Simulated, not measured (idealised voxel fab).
Title: Process Module voxel gate over fins
Square cells of 5 nm make up the cross-section cut, whose width is 240 nm.
Cross-section format: a grid of square cells, given as bands from top to bottom; each band is one or more rows of cells. Band: top height; bottom height; in nm. Then, left to right: material with width in nm, for each material. "full width": a single material spanning edge to edge. "blank": empty space. Zero point of the height axis is 0; under it, received wafer = one material. Lowest band: continues down indefinitely, "0..down". With a width like "30->40", each row of cells in the band differs from the next by the same amount, the top row carrying the first number and the bottom row the second. "no change" for a step: no cell of the cross-section changed in that step. You'll see "Fully enclosed voids" listing empty spaces that have no way open to the top, as long as they're 8 cells or more; the notation is width x height at distance, where the distance is from the left edge, and all of it is in nm. Read whatever lies past the settings on a step's line as the simulator's own remark about the step. "overlay nm" denotes, for a step that has a mask, the displacement of the mask to the right of its planned place, with negative values corresponding to the left.

SO HERE'S THE LINEUP OF PROCESS STEPS WE PLANNED
- 1: RECEIVE,material Si
- 2: CONFORMAL_DEP,material SiN,thk nm 5
- 3: DIRECTIONAL_DEP,material aC,thk nm 10
- 4: PATTERN,tone cover,mask id FINS,material resist,width nm 15,pitch nm 35,thk nm 30,overlay nm 0
- 5: DIRECTIONAL_ETCH,etch materials aC,depth nm 10
- 6: STRIP,etch materials resist
- 7: DIRECTIONAL_ETCH,etch materials SiN,depth nm 5
- 8: DIRECTIONAL_ETCH,etch materials Si,depth nm 35
- 9: STRIP,etch materials aC
- 10: FILL_DEP,material SiO2,thk nm 10
- 11: CMP,height nm 5
- 12: SELECTIVE_ETCH,etch materials SiO2,depth nm 20
- 13: STRIP,etch materials SiN
- 14: CONFORMAL_DEP,material HfO2,thk nm 5
- 15: CONFORMAL_DEP,material TiN,thk nm 5
- 16: FILL_DEP,material W,thk nm 10
- 17: CMP,height nm 15
- 18: CONFORMAL_DEP,material SiCN,thk nm 5

THE FIRST OF TWO WAFERS, RUN AS PLANNED

INCOMING WAFER, CROSS-SECTIONAL VIEW, POST STEP 1
* 0..down: Si full width
* Fully enclosed voids: none

TAKE A LOOK AT THE WAFER'S CROSS-SECTION AFTER STEP 2
* 5..0: SiN full width
* Below 0, no change.

TAKE A LOOK AT THE WAFER'S CROSS-SECTION AFTER STEP 3
* 15..5: aC full width
* Below 5, no change.

TAKE A LOOK AT THE WAFER'S CROSS-SECTION AFTER STEP 4
* 45..15: blank: 60 | resist: 15 | blank: 20 | resist: 15 | blank: 20 | resist: 15 | blank: 20 | resist: 15 | blank: 60
* Below 15, no change.

TAKE A LOOK AT THE WAFER'S CROSS-SECTION AFTER STEP 5
* 35..15: blank: 60 | resist: 15 | blank: 20 | resist: 15 | blank: 20 | resist: 15 | blank: 20 | resist: 15 | blank: 60
* 15..5: blank: 60 | aC: 15 | blank: 20 | aC: 15 | blank: 20 | aC: 15 | blank: 20 | aC: 15 | blank: 60
* Below 5, no change.

TAKE A LOOK AT THE WAFER'S CROSS-SECTION AFTER STEP 6
* 15..5: blank: 60 | aC: 15 | blank: 20 | aC: 15 | blank: 20 | aC: 15 | blank: 20 | aC: 15 | blank: 60
* Below 5, no change.

TAKE A LOOK AT THE WAFER'S CROSS-SECTION AFTER STEP 7
* 15..5: blank: 60 | aC: 15 | blank: 20 | aC: 15 | blank: 20 | aC: 15 | blank: 20 | aC: 15 | blank: 60
* 5..0: blank: 60 | SiN: 15 | blank: 20 | SiN: 15 | blank: 20 | SiN: 15 | blank: 20 | SiN: 15 | blank: 60
* Below 0, no change.

TAKE A LOOK AT THE WAFER'S CROSS-SECTION AFTER STEP 8
* 15..5: blank: 60 | aC: 15 | blank: 20 | aC: 15 | blank: 20 | aC: 15 | blank: 20 | aC: 15 | blank: 60
* 5..0: blank: 60 | SiN: 15 | blank: 20 | SiN: 15 | blank: 20 | SiN: 15 | blank: 20 | SiN: 15 | blank: 60
* 0..-35: blank: 60 | Si: 15 | blank: 20 | Si: 15 | blank: 20 | Si: 15 | blank: 20 | Si: 15 | blank: 60
* Below -35, no change.

TAKE A LOOK AT THE WAFER'S CROSS-SECTION AFTER STEP 9
* 5..0: blank: 60 | SiN: 15 | blank: 20 | SiN: 15 | blank: 20 | SiN: 15 | blank: 20 | SiN: 15 | blank: 60
* Below 0, no change.

TAKE A LOOK AT THE WAFER'S CROSS-SECTION AFTER STEP 10
* 15..5: SiO2 full width
* 5..0: SiO2: 60 | SiN: 15 | SiO2: 20 | SiN: 15 | SiO2: 20 | SiN: 15 | SiO2: 20 | SiN: 15 | SiO2: 60
* 0..-35: SiO2: 60 | Si: 15 | SiO2: 20 | Si: 15 | SiO2: 20 | Si: 15 | SiO2: 20 | Si: 15 | SiO2: 60
* Below -35, no change.

TAKE A LOOK AT THE WAFER'S CROSS-SECTION AFTER STEP 11
* 5..0: SiO2: 60 | SiN: 15 | SiO2: 20 | SiN: 15 | SiO2: 20 | SiN: 15 | SiO2: 20 | SiN: 15 | SiO2: 60
* Below 0, no change.

TAKE A LOOK AT THE WAFER'S CROSS-SECTION AFTER STEP 12
* 5..0: blank: 60 | SiN: 15 | blank: 20 | SiN: 15 | blank: 20 | SiN: 15 | blank: 20 | SiN: 15 | blank: 60
* 0..-15: blank: 60 | Si: 15 | blank: 20 | Si: 15 | blank: 20 | Si: 15 | blank: 20 | Si: 15 | blank: 60
* Below -15, no change.

TAKE A LOOK AT THE WAFER'S CROSS-SECTION AFTER STEP 13
* 0..-15: blank: 60 | Si: 15 | blank: 20 | Si: 15 | blank: 20 | Si: 15 | blank: 20 | Si: 15 | blank: 60
* Below -15, no change.

TAKE A LOOK AT THE WAFER'S CROSS-SECTION AFTER STEP 14
* 5..0: blank: 55 | HfO2: 25 | blank: 10 | HfO2: 25 | blank: 10 | HfO2: 25 | blank: 10 | HfO2: 25 | blank: 55
* 0..-10: blank: 55 | HfO2: 5 | Si: 15 | HfO2: 5 | blank: 10 | HfO2: 5 | Si: 15 | HfO2: 5 | blank: 10 | HfO2: 5 | Si: 15 | HfO2: 5 | blank: 10 | HfO2: 5 | Si: 15 | HfO2: 5 | blank: 55
* -10..-15: HfO2: 60 | Si: 15 | HfO2: 20 | Si: 15 | HfO2: 20 | Si: 15 | HfO2: 20 | Si: 15 | HfO2: 60
* Below -15, no change.

TAKE A LOOK AT THE WAFER'S CROSS-SECTION AFTER STEP 15
* 10..5: blank: 50 | TiN: 140 | blank: 50
* 5..0: blank: 50 | TiN: 5 | HfO2: 25 | TiN: 10 | HfO2: 25 | TiN: 10 | HfO2: 25 | TiN: 10 | HfO2: 25 | TiN: 5 | blank: 50
* 0..-5: blank: 50 | TiN: 5 | HfO2: 5 | Si: 15 | HfO2: 5 | TiN: 10 | HfO2: 5 | Si: 15 | HfO2: 5 | TiN: 10 | HfO2: 5 | Si: 15 | HfO2: 5 | TiN: 10 | HfO2: 5 | Si: 15 | HfO2: 5 | TiN: 5 | blank: 50
* -5..-10: TiN: 55 | HfO2: 5 | Si: 15 | HfO2: 5 | TiN: 10 | HfO2: 5 | Si: 15 | HfO2: 5 | TiN: 10 | HfO2: 5 | Si: 15 | HfO2: 5 | TiN: 10 | HfO2: 5 | Si: 15 | HfO2: 5 | TiN: 55
* Below -10, no change.

TAKE A LOOK AT THE WAFER'S CROSS-SECTION AFTER STEP 16
* 20..10: W full width
* 10..5: W: 50 | TiN: 140 | W: 50
* 5..0: W: 50 | TiN: 5 | HfO2: 25 | TiN: 10 | HfO2: 25 | TiN: 10 | HfO2: 25 | TiN: 10 | HfO2: 25 | TiN: 5 | W: 50
* 0..-5: W: 50 | TiN: 5 | HfO2: 5 | Si: 15 | HfO2: 5 | TiN: 10 | HfO2: 5 | Si: 15 | HfO2: 5 | TiN: 10 | HfO2: 5 | Si: 15 | HfO2: 5 | TiN: 10 | HfO2: 5 | Si: 15 | HfO2: 5 | TiN: 5 | W: 50
* Below -5, no change.

TAKE A LOOK AT THE WAFER'S CROSS-SECTION AFTER STEP 17
* 15..10: W full width
* Below 10, no change.

TAKE A LOOK AT THE WAFER'S CROSS-SECTION AFTER STEP 18
* 20..15: SiCN full width
* Below 15, no change.

THE SECOND WAFER: COMMON ORIGIN AND PLAN, ONE MISTAKE IN EXECUTION, IDENTICAL TO THE FIRST THROUGH STEP 3

CROSS-SECTION OF THE SECOND WAFER AT THE TIME BY WHICH STEP 4 SHOULD HAVE BEEN COMPLETED ACCORDING TO THE PLAN
* 45..15: blank: 55 | resist: 15 | blank: 20 | resist: 15 | blank: 20 | resist: 15 | blank: 20 | resist: 15 | blank: 65
* Below 15, no change.

CROSS-SECTION OF THE SECOND WAFER AT THE TIME BY WHICH STEP 5 SHOULD HAVE BEEN COMPLETED ACCORDING TO THE PLAN
* 35..15: blank: 55 | resist: 15 | blank: 20 | resist: 15 | blank: 20 | resist: 15 | blank: 20 | resist: 15 | blank: 65
* 15..5: blank: 55 | aC: 15 | blank: 20 | aC: 15 | blank: 20 | aC: 15 | blank: 20 | aC: 15 | blank: 65
* Below 5, no change.

CROSS-SECTION OF THE SECOND WAFER AT THE TIME BY WHICH STEP 6 SHOULD HAVE BEEN COMPLETED ACCORDING TO THE PLAN
* 15..5: blank: 55 | aC: 15 | blank: 20 | aC: 15 | blank: 20 | aC: 15 | blank: 20 | aC: 15 | blank: 65
* Below 5, no change.

CROSS-SECTION OF THE SECOND WAFER AT THE TIME BY WHICH STEP 7 SHOULD HAVE BEEN COMPLETED ACCORDING TO THE PLAN
* 15..5: blank: 55 | aC: 15 | blank: 20 | aC: 15 | blank: 20 | aC: 15 | blank: 20 | aC: 15 | blank: 65
* 5..0: blank: 55 | SiN: 15 | blank: 20 | SiN: 15 | blank: 20 | SiN: 15 | blank: 20 | SiN: 15 | blank: 65
* Below 0, no change.

CROSS-SECTION OF THE SECOND WAFER AT THE TIME BY WHICH STEP 8 SHOULD HAVE BEEN COMPLETED ACCORDING TO THE PLAN
* 15..5: blank: 55 | aC: 15 | blank: 20 | aC: 15 | blank: 20 | aC: 15 | blank: 20 | aC: 15 | blank: 65
* 5..0: blank: 55 | SiN: 15 | blank: 20 | SiN: 15 | blank: 20 | SiN: 15 | blank: 20 | SiN: 15 | blank: 65
* 0..-35: blank: 55 | Si: 15 | blank: 20 | Si: 15 | blank: 20 | Si: 15 | blank: 20 | Si: 15 | blank: 65
* Below -35, no change.

CROSS-SECTION OF THE SECOND WAFER AT THE TIME BY WHICH STEP 9 SHOULD HAVE BEEN COMPLETED ACCORDING TO THE PLAN
* 5..0: blank: 55 | SiN: 15 | blank: 20 | SiN: 15 | blank: 20 | SiN: 15 | blank: 20 | SiN: 15 | blank: 65
* Below 0, no change.

CROSS-SECTION OF THE SECOND WAFER AT THE TIME BY WHICH STEP 10 SHOULD HAVE BEEN COMPLETED ACCORDING TO THE PLAN
* 15..5: SiO2 full width
* 5..0: SiO2: 55 | SiN: 15 | SiO2: 20 | SiN: 15 | SiO2: 20 | SiN: 15 | SiO2: 20 | SiN: 15 | SiO2: 65
* 0..-35: SiO2: 55 | Si: 15 | SiO2: 20 | Si: 15 | SiO2: 20 | Si: 15 | SiO2: 20 | Si: 15 | SiO2: 65
* Below -35, no change.

CROSS-SECTION OF THE SECOND WAFER AT THE TIME BY WHICH STEP 11 SHOULD HAVE BEEN COMPLETED ACCORDING TO THE PLAN
* 5..0: SiO2: 55 | SiN: 15 | SiO2: 20 | SiN: 15 | SiO2: 20 | SiN: 15 | SiO2: 20 | SiN: 15 | SiO2: 65
* Below 0, no change.

CROSS-SECTION OF THE SECOND WAFER AT THE TIME BY WHICH STEP 12 SHOULD HAVE BEEN COMPLETED ACCORDING TO THE PLAN
* 5..0: blank: 55 | SiN: 15 | blank: 20 | SiN: 15 | blank: 20 | SiN: 15 | blank: 20 | SiN: 15 | blank: 65
* 0..-15: blank: 55 | Si: 15 | blank: 20 | Si: 15 | blank: 20 | Si: 15 | blank: 20 | Si: 15 | blank: 65
* Below -15, no change.

CROSS-SECTION OF THE SECOND WAFER AT THE TIME BY WHICH STEP 13 SHOULD HAVE BEEN COMPLETED ACCORDING TO THE PLAN
* 0..-15: blank: 55 | Si: 15 | blank: 20 | Si: 15 | blank: 20 | Si: 15 | blank: 20 | Si: 15 | blank: 65
* Below -15, no change.

CROSS-SECTION OF THE SECOND WAFER AT THE TIME BY WHICH STEP 14 SHOULD HAVE BEEN COMPLETED ACCORDING TO THE PLAN
* 5..0: blank: 50 | HfO2: 25 | blank: 10 | HfO2: 25 | blank: 10 | HfO2: 25 | blank: 10 | HfO2: 25 | blank: 60
* 0..-10: blank: 50 | HfO2: 5 | Si: 15 | HfO2: 5 | blank: 10 | HfO2: 5 | Si: 15 | HfO2: 5 | blank: 10 | HfO2: 5 | Si: 15 | HfO2: 5 | blank: 10 | HfO2: 5 | Si: 15 | HfO2: 5 | blank: 60
* -10..-15: HfO2: 55 | Si: 15 | HfO2: 20 | Si: 15 | HfO2: 20 | Si: 15 | HfO2: 20 | Si: 15 | HfO2: 65
* Below -15, no change.

CROSS-SECTION OF THE SECOND WAFER AT THE TIME BY WHICH STEP 15 SHOULD HAVE BEEN COMPLETED ACCORDING TO THE PLAN
* 10..5: blank: 45 | TiN: 140 | blank: 55
* 5..0: blank: 45 | TiN: 5 | HfO2: 25 | TiN: 10 | HfO2: 25 | TiN: 10 | HfO2: 25 | TiN: 10 | HfO2: 25 | TiN: 5 | blank: 55
* 0..-5: blank: 45 | TiN: 5 | HfO2: 5 | Si: 15 | HfO2: 5 | TiN: 10 | HfO2: 5 | Si: 15 | HfO2: 5 | TiN: 10 | HfO2: 5 | Si: 15 | HfO2: 5 | TiN: 10 | HfO2: 5 | Si: 15 | HfO2: 5 | TiN: 5 | blank: 55
* -5..-10: TiN: 50 | HfO2: 5 | Si: 15 | HfO2: 5 | TiN: 10 | HfO2: 5 | Si: 15 | HfO2: 5 | TiN: 10 | HfO2: 5 | Si: 15 | HfO2: 5 | TiN: 10 | HfO2: 5 | Si: 15 | HfO2: 5 | TiN: 60
* Below -10, no change.

CROSS-SECTION OF THE SECOND WAFER AT THE TIME BY WHICH STEP 16 SHOULD HAVE BEEN COMPLETED ACCORDING TO THE PLAN
* 20..10: W full width
* 10..5: W: 45 | TiN: 140 | W: 55
* 5..0: W: 45 | TiN: 5 | HfO2: 25 | TiN: 10 | HfO2: 25 | TiN: 10 | HfO2: 25 | TiN: 10 | HfO2: 25 | TiN: 5 | W: 55
* 0..-5: W: 45 | TiN: 5 | HfO2: 5 | Si: 15 | HfO2: 5 | TiN: 10 | HfO2: 5 | Si: 15 | HfO2: 5 | TiN: 10 | HfO2: 5 | Si: 15 | HfO2: 5 | TiN: 10 | HfO2: 5 | Si: 15 | HfO2: 5 | TiN: 5 | W: 55
* Below -5, no change.

CROSS-SECTION OF THE SECOND WAFER AT THE TIME BY WHICH STEP 17 SHOULD HAVE BEEN COMPLETED ACCORDING TO THE PLAN
* 15..10: W full width
* Below 10, no change.

CROSS-SECTION OF THE SECOND WAFER AT THE TIME BY WHICH STEP 18 SHOULD HAVE BEEN COMPLETED ACCORDING TO THE PLAN
* 20..15: SiCN full width
* Below 15, no change.
Diagnosis: step 4 did not use the planned setting and instead ran as PATTERN,tone cover,mask id FINS,material resist,width nm 15,pitch nm 35,thk nm 30,overlay nm -5
at the end the second wafer has, in cells: as many of each material as the first, in other places
